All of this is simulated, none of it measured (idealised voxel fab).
process module | voxel self aligned contacts
cross-section cut | 205 nm wide | cells 5 nm
A cross-section is a grid of square cells, given in bands from the top down. A band is one or more rows of cells.
Each band's line starts with the height of the band's top and of its bottom, in nm. Then come its materials from left to right, each with its width in nm. One material with "throughout" fills the band from edge to edge. "air" is empty space.
Height 0 is the level under which the wafer as received is all one material. The lowest band goes on downwards, as in "0 down".
A width such as "30 to 40" changes by the same amount from each row of cells to the next, from the band's top row to its bottom row.
"no change" after a step means that no cell of the cross-section changed.
closed voids: empty space of 8 cells or more with no open way to the top, each as width x height at its distance from the left edge, in nm
after a step's settings: what the simulator itself notes on the step
overlay nm, on a step with a mask: how far to the right of its planned place the mask lay; to the left if negative
plan
1 op RECEIVE | material Si
2 op CONFORMAL_DEP | material SiO2 | thk nm 5
3 op DIRECTIONAL_DEP | material polySi | thk nm 20
4 op DIRECTIONAL_DEP | material SiN | thk nm 20
5 op MASKED_ETCH | tone cover | mask id GATE | width nm 25 | pitch nm 50 | etch materials SiN | depth nm 20 | overlay nm 0
6 op MASKED_ETCH | tone cover | mask id GATE | width nm 25 | pitch nm 50 | etch materials polySi | depth nm 20 | overlay nm 0
7 op CONFORMAL_DEP | material SiN | thk nm 5
8 op DIRECTIONAL_ETCH | etch materials SiN | depth nm 5
9 op FILL_DEP | material SiO2 | thk nm 15
10 op CMP | height nm 50
11 op PATTERN | tone open | mask id CONTACT | material resist | width nm 35 | pitch nm 50 | thk nm 15 | overlay nm 0
12 op DIRECTIONAL_ETCH | etch materials SiO2 | depth nm 50
13 op STRIP | etch materials resist
14 op CONFORMAL_DEP | material TiN | thk nm 5
15 op FILL_DEP | material W | thk nm 10
16 op CMP | height nm 50
17 op CONFORMAL_DEP | material SiCN | thk nm 5
first wafer, as planned
as received, after step 1
  0 down: Si throughout
  closed voids: none
after step 2
  5 to 0: SiO2 throughout
  below 0: unchanged
after step 3
  25 to 5: polySi throughout
  below 5: unchanged
after step 4
  45 to 25: SiN throughout
  below 25: unchanged
after step 5
  45 to 25: air 40 | SiN 25 | air 25 | SiN 25 | air 25 | SiN 25 | air 40
  below 25: unchanged
after step 6
  45 to 25: air 40 | SiN 25 | air 25 | SiN 25 | air 25 | SiN 25 | air 40
  25 to 5: air 40 | polySi 25 | air 25 | polySi 25 | air 25 | polySi 25 | air 40
  below 5: unchanged
after step 7
  50 to 25: air 35 | SiN 35 | air 15 | SiN 35 | air 15 | SiN 35 | air 35
  25 to 10: air 35 | SiN 5 | polySi 25 | SiN 5 | air 15 | SiN 5 | polySi 25 | SiN 5 | air 15 | SiN 5 | polySi 25 | SiN 5 | air 35
  10 to 5: SiN 40 | polySi 25 | SiN 25 | polySi 25 | SiN 25 | polySi 25 | SiN 40
  below 5: unchanged
after step 8
  45 to 25: air 35 | SiN 35 | air 15 | SiN 35 | air 15 | SiN 35 | air 35
  25 to 5: air 35 | SiN 5 | polySi 25 | SiN 5 | air 15 | SiN 5 | polySi 25 | SiN 5 | air 15 | SiN 5 | polySi 25 | SiN 5 | air 35
  below 5: unchanged
after step 9
  60 to 45: SiO2 throughout
  45 to 25: SiO2 35 | SiN 35 | SiO2 15 | SiN 35 | SiO2 15 | SiN 35 | SiO2 35
  25 to 5: SiO2 35 | SiN 5 | polySi 25 | SiN 5 | SiO2 15 | SiN 5 | polySi 25 | SiN 5 | SiO2 15 | SiN 5 | polySi 25 | SiN 5 | SiO2 35
  below 5: unchanged
after step 10
  50 to 45: SiO2 throughout
  below 45: unchanged
after step 11
  65 to 50: resist 60 | air 35 | resist 15 | air 35 | resist 60
  below 50: unchanged
after step 12
  65 to 50: resist 60 | air 35 | resist 15 | air 35 | resist 60
  50 to 45: SiO2 60 | air 35 | SiO2 15 | air 35 | SiO2 60
  45 to 25: SiO2 35 | SiN 35 | air 15 | SiN 35 | air 15 | SiN 35 | SiO2 35
  25 to 5: SiO2 35 | SiN 5 | polySi 25 | SiN 5 | air 15 | SiN 5 | polySi 25 | SiN 5 | air 15 | SiN 5 | polySi 25 | SiN 5 | SiO2 35
  5 to 0: SiO2 70 | air 15 | SiO2 35 | air 15 | SiO2 70
  below 0: unchanged
after step 13
  50 to 45: SiO2 60 | air 35 | SiO2 15 | air 35 | SiO2 60
  below 45: unchanged
after step 14
  55 to 50: TiN 65 | air 25 | TiN 25 | air 25 | TiN 65
  50 to 45: SiO2 60 | TiN 15 | air 5 | TiN 15 | SiO2 15 | TiN 15 | air 5 | TiN 15 | SiO2 60
  45 to 25: SiO2 35 | SiN 35 | TiN 5 | air 5 | TiN 5 | SiN 35 | TiN 5 | air 5 | TiN 5 | SiN 35 | SiO2 35
  25 to 5: SiO2 35 | SiN 5 | polySi 25 | SiN 5 | TiN 5 | air 5 | TiN 5 | SiN 5 | polySi 25 | SiN 5 | TiN 5 | air 5 | TiN 5 | SiN 5 | polySi 25 | SiN 5 | SiO2 35
  5 to 0: SiO2 70 | TiN 15 | SiO2 35 | TiN 15 | SiO2 70
  below 0: unchanged
after step 15
  65 to 55: W throughout
  55 to 50: TiN 65 | W 25 | TiN 25 | W 25 | TiN 65
  50 to 45: SiO2 60 | TiN 15 | W 5 | TiN 15 | SiO2 15 | TiN 15 | W 5 | TiN 15 | SiO2 60
  45 to 25: SiO2 35 | SiN 35 | TiN 5 | W 5 | TiN 5 | SiN 35 | TiN 5 | W 5 | TiN 5 | SiN 35 | SiO2 35
  25 to 5: SiO2 35 | SiN 5 | polySi 25 | SiN 5 | TiN 5 | W 5 | TiN 5 | SiN 5 | polySi 25 | SiN 5 | TiN 5 | W 5 | TiN 5 | SiN 5 | polySi 25 | SiN 5 | SiO2 35
  below 5: unchanged
after step 16
  50 to 45: SiO2 60 | TiN 15 | W 5 | TiN 15 | SiO2 15 | TiN 15 | W 5 | TiN 15 | SiO2 60
  below 45: unchanged
after step 17
  55 to 50: SiCN throughout
  below 50: unchanged
second wafer: like start, like plan, one mistake. Through step 6 it matches the first wafer
when step 7 should have ended: no change
when step 8 should have ended
  40 to 25: air 40 | SiN 25 | air 25 | SiN 25 | air 25 | SiN 25 | air 40
  below 25: unchanged
when step 9 should have ended
  55 to 40: SiO2 throughout
  40 to 25: SiO2 40 | SiN 25 | SiO2 25 | SiN 25 | SiO2 25 | SiN 25 | SiO2 40
  25 to 5: SiO2 40 | polySi 25 | SiO2 25 | polySi 25 | SiO2 25 | polySi 25 | SiO2 40
  below 5: unchanged
when step 10 should have ended
  50 to 40: SiO2 throughout
  below 40: unchanged
when step 11 should have ended
  65 to 50: resist 60 | air 35 | resist 15 | air 35 | resist 60
  below 50: unchanged
when step 12 should have ended
  65 to 50: resist 60 | air 35 | resist 15 | air 35 | resist 60
  50 to 40: SiO2 60 | air 35 | SiO2 15 | air 35 | SiO2 60
  40 to 25: SiO2 40 | SiN 25 | air 25 | SiN 25 | air 25 | SiN 25 | SiO2 40
  25 to 5: SiO2 40 | polySi 25 | air 25 | polySi 25 | air 25 | polySi 25 | SiO2 40
  5 to 0: SiO2 65 | air 25 | SiO2 25 | air 25 | SiO2 65
  below 0: unchanged
when step 13 should have ended
  50 to 40: SiO2 60 | air 35 | SiO2 15 | air 35 | SiO2 60
  below 40: unchanged
when step 14 should have ended
  55 to 50: TiN 65 | air 25 | TiN 25 | air 25 | TiN 65
  50 to 40: SiO2 60 | TiN 5 to 10 | air 25 to 15 | TiN 5 to 10 | SiO2 15 | TiN 5 to 10 | air 25 to 15 | TiN 5 to 10 | SiO2 60
  40 to 25: SiO2 40 | SiN 25 | TiN 5 | air 15 | TiN 5 | SiN 25 | TiN 5 | air 15 | TiN 5 | SiN 25 | SiO2 40
  25 to 5: SiO2 40 | polySi 25 | TiN 5 | air 15 | TiN 5 | polySi 25 | TiN 5 | air 15 | TiN 5 | polySi 25 | SiO2 40
  5 to 0: SiO2 65 | TiN 25 | SiO2 25 | TiN 25 | SiO2 65
  below 0: unchanged
when step 15 should have ended
  65 to 55: W throughout
  55 to 50: TiN 65 | W 25 | TiN 25 | W 25 | TiN 65
  50 to 40: SiO2 60 | TiN 5 to 10 | W 25 to 15 | TiN 5 to 10 | SiO2 15 | TiN 5 to 10 | W 25 to 15 | TiN 5 to 10 | SiO2 60
  40 to 25: SiO2 40 | SiN 25 | TiN 5 | W 15 | TiN 5 | SiN 25 | TiN 5 | W 15 | TiN 5 | SiN 25 | SiO2 40
  25 to 5: SiO2 40 | polySi 25 | TiN 5 | W 15 | TiN 5 | polySi 25 | TiN 5 | W 15 | TiN 5 | polySi 25 | SiO2 40
  below 5: unchanged
when step 16 should have ended
  50 to 40: SiO2 60 | TiN 5 to 10 | W 25 to 15 | TiN 5 to 10 | SiO2 15 | TiN 5 to 10 | W 25 to 15 | TiN 5 to 10 | SiO2 60
  below 40: unchanged
when step 17 should have ended
  55 to 50: SiCN throughout
  below 50: unchanged
what went wrong: step 7 was left out
at the end the second wafer has, in cells: 63 fewer of SiN | 23 more of SiO2 | 40 more of W
